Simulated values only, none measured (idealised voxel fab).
The process module that follows is named voxel capacitor over wiring.
Displayed cross-section: cut, width of 300 nm, square cells sized 5 nm.
Notation: cross-section as square-cell grid; stated in bands, top first, going down; one or more cell rows per band. Quick guide to a band line: top height, bottom height (nm) up front; then every material left to right with its width in nm. Only one material and it's marked "full width"? Then it fills the band edge to edge. And "blank" just means empty space. The level at which height equals 0 is the one under which the wafer, as it arrives, is entirely one material. No lower edge exists for the bottom band, which continues downward and is notated as in "top 0, no bottom". A width such as "30..40" changes by the same amount from each row of cells to the next, from the band's top row to its bottom row. The designation "same as before", where it is given for a processing step, indicates that no cell of the cross-section was altered in the course of that step. If an empty space has no open way to the top and is at least 8 cells in size, "Fully sealed cavities" lists it, written width x height at distance, where distance is measured from the left edge and every value is in nm. It should be noted that, on the line of a given step, the content following the step's settings is a remark produced by the simulator itself with respect to that step. Each step line may optionally specify "overlay nm", which for a step with a mask gives the rightward distance between the mask's planned place and where it lay, a negative value indicating the leftward direction.

So here's the lineup of process steps we planned
| 1 | RECEIVE: material Si |
| 2 | CONFORMAL_DEP: material SiO2, thk nm 10 |
| 3 | CONFORMAL_DEP: material SiN, thk nm 5 |
| 4 | DIRECTIONAL_DEP: material SiO2, thk nm 25 |
| 5 | DIRECTIONAL_DEP: material aC, thk nm 10 |
| 6 | PATTERN: tone open, mask id METAL_1, material resist, width nm 30, pitch nm 85, thk nm 30, overlay nm -15 |
| 7 | DIRECTIONAL_ETCH: etch materials aC, depth nm 10 |
| 8 | STRIP: etch materials resist |
| 9 | DIRECTIONAL_ETCH: etch materials SiO2, depth nm 25 |
| 10 | DIRECTIONAL_ETCH: etch materials SiN, depth nm 5 |
| 11 | STRIP: etch materials aC |
| 12 | CONFORMAL_DEP: material TiN, thk nm 5 |
| 13 | FILL_DEP: material Cu, thk nm 10 |
| 14 | CMP: height nm 40 |
| 15 | CONFORMAL_DEP: material SiCN, thk nm 5 |
| 16 | DIRECTIONAL_DEP: material lowk, thk nm 20 |
| 17 | MASKED_ETCH: tone open, mask id PLUG_1, width nm 15, etch materials lowk, depth nm 20, overlay nm 0 |
| 18 | MASKED_ETCH: tone open, mask id PLUG_1, width nm 15, etch materials SiCN, depth nm 5, overlay nm 0 |
| 19 | EPI: material Ru, thk nm 10 |
| 20 | EPI: material Ru, thk nm 10 |
| 21 | EPI: material Ru, thk nm 5 |
| 22 | DIRECTIONAL_DEP: material TiN, thk nm 10 |
| 23 | DIRECTIONAL_DEP: material SiN, thk nm 5 |
| 24 | DIRECTIONAL_DEP: material TiN, thk nm 5 |
| 25 | MASKED_ETCH: tone cover, mask id UPPER_PLATE, width nm 60, etch materials TiN, depth nm 5, overlay nm 0 |
| 26 | MASKED_ETCH: tone cover, mask id UPPER_PLATE, width nm 60, etch materials SiN, depth nm 5, overlay nm 0 |
| 27 | PATTERN: tone cover, mask id LOWER_PLATE, material resist, width nm 70, thk nm 15, overlay nm 0 |
| 28 | DIRECTIONAL_ETCH: etch materials TiN, depth nm 10 |
| 29 | STRIP: etch materials resist |
| 30 | FILL_DEP: material SiO2, thk nm 15 |
| 31 | CMP: height nm 95 |
| 32 | MASKED_ETCH: tone open, mask id PLUG_2, width nm 15, etch materials SiO2, depth nm 10, overlay nm 0 |
| 33 | CONFORMAL_DEP: material TiN, thk nm 5 |
| 34 | FILL_DEP: material W, thk nm 5 |
| 35 | CMP: height nm 95 |
| 36 | CONFORMAL_DEP: material SiCN, thk nm 5 |
Heads up: all these wafers start the same, and what changes between them is the overlay nm in step 6. The value you see in the plan is just what the first wafer got.

Incoming state of the first of several wafers in cross-section: after step 1
* top 0, no bottom  Si full width
* Fully sealed cavities: none

End of module, by wafer: material-by-material cell gain (+) or loss (-) since receipt, then closed voids
overlay nm -15, +40 Cu, +117 SiCN, +60 SiN, +677 SiO2, +77 TiN, +1 W, +228 lowk, Fully sealed cavities: none
overlay nm -10, +40 Cu, +15 Ru, +117 SiCN, +60 SiN, +662 SiO2, +77 TiN, +1 W, +228 lowk, Fully sealed cavities: none
overlay nm -5, +40 Cu, +15 Ru, +117 SiCN, +60 SiN, +662 SiO2, +77 TiN, +1 W, +228 lowk, Fully sealed cavities: none
overlay nm 0, +40 Cu, +15 Ru, +117 SiCN, +60 SiN, +662 SiO2, +77 TiN, +1 W, +228 lowk, Fully sealed cavities: none
overlay nm 5, +40 Cu, +15 Ru, +117 SiCN, +60 SiN, +662 SiO2, +77 TiN, +1 W, +228 lowk, Fully sealed cavities: none
overlay nm 10, +40 Cu, +15 Ru, +117 SiCN, +60 SiN, +662 SiO2, +77 TiN, +1 W, +228 lowk, Fully sealed cavities: none
overlay nm 15, +40 Cu, +15 Ru, +117 SiCN, +60 SiN, +662 SiO2, +77 TiN, +1 W, +228 lowk, Fully sealed cavities: none
